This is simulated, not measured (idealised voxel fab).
Process module, titled voxel wiring stack
Pictured: cross-section cut, 230 nm wide, on a grid of 5 nm square cells.
Reading order for cross-sections: top band down to bottom band. Underlying form: a grid of square cells. Band size: one or more rows of cells.
Basically the band line says how high the top is and how high the bottom is, in nm, and then what's in it from left to right, every material with its width in nm. Empty space shows up as "air", and if a single material carries "everywhere" it runs the full band edge to edge.
We count height from 0. Below that, the starting wafer is all one material. The lowest band never ends at the bottom but goes on down; see "from 0 down" for how that is written.
A width such as "30->40" changes by the same amount from each row of cells to the next, from the band's top row to its bottom row.
What does "remained the same" mean for a step? It means no cell of the cross-section changed in that step.
"Enclosed internal cavities" enumerates empty spaces isolated from the top, with no open way to it, that contain at least 8 cells, giving each as width x height at distance from the left edge, all three in nm.
On each step's line, the part that comes after the settings is the simulator's own comment on the step.
Among the settings permitted on a step's line is "overlay nm"; applied to a step with a mask, it specifies the extent to which the mask lay to the right of its planned position, whereas a negative figure signifies a position to the left.

[Listed below are the process steps as planned]
1 RECEIVE, material Si
2 CONFORMAL_DEP, material SiO2, thk nm 15
3 CONFORMAL_DEP, material SiN, thk nm 5
4 DIRECTIONAL_DEP, material lowk, thk nm 15
5 PATTERN, tone open, mask id METAL_1, material resist, width nm 20, pitch nm 50, thk nm 20, overlay nm -15
6 DIRECTIONAL_ETCH, etch materials lowk, depth nm 15
7 DIRECTIONAL_ETCH, etch materials SiN, depth nm 5
8 STRIP, etch materials resist
9 CONFORMAL_DEP, material TiN, thk nm 5
10 FILL_DEP, material W, thk nm 10
11 CMP, height nm 35
12 EPI, material Ru, thk nm 5
13 FILL_DEP, material SiCN, thk nm 5
14 DIRECTIONAL_DEP, material lowk, thk nm 30
15 PATTERN, tone open, mask id METAL_2_HOLES, material resist, width nm 15, pitch nm 50, thk nm 20, overlay nm 0
16 DIRECTIONAL_ETCH, etch materials lowk, depth nm 30
17 STRIP, etch materials resist
18 DIRECTIONAL_DEP, material aC, thk nm 15
19 PATTERN, tone open, mask id METAL_2, material resist, width nm 20, pitch nm 50, thk nm 30, overlay nm 0
20 DIRECTIONAL_ETCH, etch materials aC, depth nm 15
21 STRIP, etch materials resist
22 DIRECTIONAL_ETCH, etch materials lowk, depth nm 20
23 DIRECTIONAL_ETCH, etch materials SiCN, depth nm 5
24 STRIP, etch materials aC
25 CONFORMAL_DEP, material TiN, thk nm 5
26 FILL_DEP, material Cu, thk nm 5
27 CMP, height nm 75
28 CONFORMAL_DEP, material SiCN, thk nm 5
29 DIRECTIONAL_DEP, material lowk, thk nm 25
30 MASKED_ETCH, tone open, mask id METAL_3_HOLES, width nm 15, pitch nm 50, etch materials lowk, depth nm 25, overlay nm 0
31 DIRECTIONAL_DEP, material aC, thk nm 10
32 PATTERN, tone open, mask id METAL_3, material resist, width nm 20, pitch nm 50, thk nm 30, overlay nm 0
33 DIRECTIONAL_ETCH, etch materials aC, depth nm 10
34 STRIP, etch materials resist
35 DIRECTIONAL_ETCH, etch materials lowk, depth nm 15
36 DIRECTIONAL_ETCH, etch materials SiCN, depth nm 5
37 STRIP, etch materials aC
38 CONFORMAL_DEP, material TiN, thk nm 5
39 FILL_DEP, material Ru, thk nm 5
40 CMP, height nm 105
41 CONFORMAL_DEP, material SiN, thk nm 5
Be aware that, although all wafers share a common starting state, the overlay nm at step 5 differs among them, and the plan displays the first wafer's value.

[Cross-section of the first of several wafers as received (after step 1)]
  from 0 down = Si everywhere
  Enclosed internal cavities: none

[Wafer cross-section (first of several) - module end, post step 41 (last step)]
  from 110 to 105 = SiN everywhere
  from 105 to 95 = lowk 30 / TiN 5 / Ru 10 / TiN 5 / lowk 30 / TiN 5 / Ru 10 / TiN 5 / lowk 30 / TiN 5 / Ru 10 / TiN 5 / lowk 30 / TiN 5 / Ru 10 / TiN 5 / lowk 30
  from 95 to 90 = lowk 30 / TiN 5 / Ru 5 / TiN 10 / lowk 30 / TiN 5 / Ru 5 / TiN 10 / lowk 30 / TiN 5 / Ru 5 / TiN 10 / lowk 30 / TiN 5 / Ru 5 / TiN 10 / lowk 30
  from 90 to 80 = lowk 30 / TiN 5 / Ru 5 / TiN 5 / lowk 35 / TiN 5 / Ru 5 / TiN 5 / lowk 35 / TiN 5 / Ru 5 / TiN 5 / lowk 35 / TiN 5 / Ru 5 / TiN 5 / lowk 35
  from 80 to 75 = SiCN 30 / TiN 15 / SiCN 35 / TiN 15 / SiCN 35 / TiN 15 / SiCN 35 / TiN 15 / SiCN 35
  from 75 to 60 = lowk 30 / TiN 5 / Cu 10 / TiN 5 / lowk 30 / TiN 5 / Cu 10 / TiN 5 / lowk 30 / TiN 5 / Cu 10 / TiN 5 / lowk 30 / TiN 5 / Cu 10 / TiN 5 / lowk 30
  from 60 to 55 = lowk 30 / TiN 5 / Cu 5 / TiN 10 / lowk 30 / TiN 5 / Cu 5 / TiN 10 / lowk 30 / TiN 5 / Cu 5 / TiN 10 / lowk 30 / TiN 5 / Cu 5 / TiN 10 / lowk 30
  from 55 to 45 = lowk 30 / TiN 5 / Cu 5 / TiN 5 / lowk 35 / TiN 5 / Cu 5 / TiN 5 / lowk 35 / TiN 5 / Cu 5 / TiN 5 / lowk 35 / TiN 5 / Cu 5 / TiN 5 / lowk 35
  from 45 to 40 = SiCN 30 / TiN 15 / SiCN 35 / TiN 15 / SiCN 35 / TiN 15 / SiCN 35 / TiN 15 / SiCN 35
  from 40 to 35 = SiCN 10 / Ru 30 / SiCN 20 / Ru 30 / SiCN 20 / Ru 30 / SiCN 20 / Ru 30 / SiCN 40
  from 35 to 20 = lowk 15 / TiN 5 / W 10 / TiN 5 / lowk 30 / TiN 5 / W 10 / TiN 5 / lowk 30 / TiN 5 / W 10 / TiN 5 / lowk 30 / TiN 5 / W 10 / TiN 5 / lowk 45
  from 20 to 15 = SiN 15 / TiN 20 / SiN 30 / TiN 20 / SiN 30 / TiN 20 / SiN 30 / TiN 20 / SiN 45
  from 15 to 0 = SiO2 everywhere
  from 0 down = Si everywhere
  Enclosed internal cavities: none

[Cross-section, last wafer, module completion]
  from 110 to 105 = SiN everywhere
  from 105 to 95 = lowk 30 / TiN 5 / Ru 10 / TiN 5 / lowk 30 / TiN 5 / Ru 10 / TiN 5 / lowk 30 / TiN 5 / Ru 10 / TiN 5 / lowk 30 / TiN 5 / Ru 10 / TiN 5 / lowk 30
  from 95 to 90 = lowk 30 / TiN 5 / Ru 5 / TiN 10 / lowk 30 / TiN 5 / Ru 5 / TiN 10 / lowk 30 / TiN 5 / Ru 5 / TiN 10 / lowk 30 / TiN 5 / Ru 5 / TiN 10 / lowk 30
  from 90 to 80 = lowk 30 / TiN 5 / Ru 5 / TiN 5 / lowk 35 / TiN 5 / Ru 5 / TiN 5 / lowk 35 / TiN 5 / Ru 5 / TiN 5 / lowk 35 / TiN 5 / Ru 5 / TiN 5 / lowk 35
  from 80 to 75 = SiCN 30 / TiN 15 / SiCN 35 / TiN 15 / SiCN 35 / TiN 15 / SiCN 35 / TiN 15 / SiCN 35
  from 75 to 60 = lowk 30 / TiN 5 / Cu 10 / TiN 5 / lowk 30 / TiN 5 / Cu 10 / TiN 5 / lowk 30 / TiN 5 / Cu 10 / TiN 5 / lowk 30 / TiN 5 / Cu 10 / TiN 5 / lowk 30
  from 60 to 55 = lowk 30 / TiN 5 / Cu 5 / TiN 10 / lowk 30 / TiN 5 / Cu 5 / TiN 10 / lowk 30 / TiN 5 / Cu 5 / TiN 10 / lowk 30 / TiN 5 / Cu 5 / TiN 10 / lowk 30
  from 55 to 45 = lowk 30 / TiN 5 / Cu 5 / TiN 5 / lowk 35 / TiN 5 / Cu 5 / TiN 5 / lowk 35 / TiN 5 / Cu 5 / TiN 5 / lowk 35 / TiN 5 / Cu 5 / TiN 5 / lowk 35
  from 45 to 40 = SiCN 30 / TiN 15 / SiCN 35 / TiN 15 / SiCN 35 / TiN 15 / SiCN 35 / TiN 15 / SiCN 35
  from 40 to 35 = SiCN 40 / Ru 30 / SiCN 20 / Ru 30 / SiCN 20 / Ru 30 / SiCN 20 / Ru 30 / SiCN 10
  from 35 to 20 = lowk 45 / TiN 5 / W 10 / TiN 5 / lowk 30 / TiN 5 / W 10 / TiN 5 / lowk 30 / TiN 5 / W 10 / TiN 5 / lowk 30 / TiN 5 / W 10 / TiN 5 / lowk 15
  from 20 to 15 = SiN 45 / TiN 20 / SiN 30 / TiN 20 / SiN 30 / TiN 20 / SiN 30 / TiN 20 / SiN 15
  from 15 to 0 = SiO2 everywhere
  from 0 down = Si everywhere
  Enclosed internal cavities: none

[Row per wafer, end-of-module: cell gain (+)/loss (-) by material since the wafer came in, then closed voids]
overlay nm -15; +36 Cu; +52 Ru; +90 SiCN; +76 SiN; +138 SiO2; +160 TiN; +24 W; +436 lowk; Enclosed internal cavities: none
overlay nm -10; +36 Cu; +52 Ru; +90 SiCN; +76 SiN; +138 SiO2; +160 TiN; +24 W; +436 lowk; Enclosed internal cavities: none
overlay nm -5; +36 Cu; +52 Ru; +90 SiCN; +76 SiN; +138 SiO2; +160 TiN; +24 W; +436 lowk; Enclosed internal cavities: none
overlay nm 0; +36 Cu; +52 Ru; +90 SiCN; +76 SiN; +138 SiO2; +160 TiN; +24 W; +436 lowk; Enclosed internal cavities: none
overlay nm 5; +36 Cu; +52 Ru; +90 SiCN; +76 SiN; +138 SiO2; +160 TiN; +24 W; +436 lowk; Enclosed internal cavities: none
overlay nm 10; +36 Cu; +52 Ru; +90 SiCN; +76 SiN; +138 SiO2; +160 TiN; +24 W; +436 lowk; Enclosed internal cavities: none
overlay nm 15; +36 Cu; +52 Ru; +90 SiCN; +76 SiN; +138 SiO2; +160 TiN; +24 W; +436 lowk; Enclosed internal cavities: none
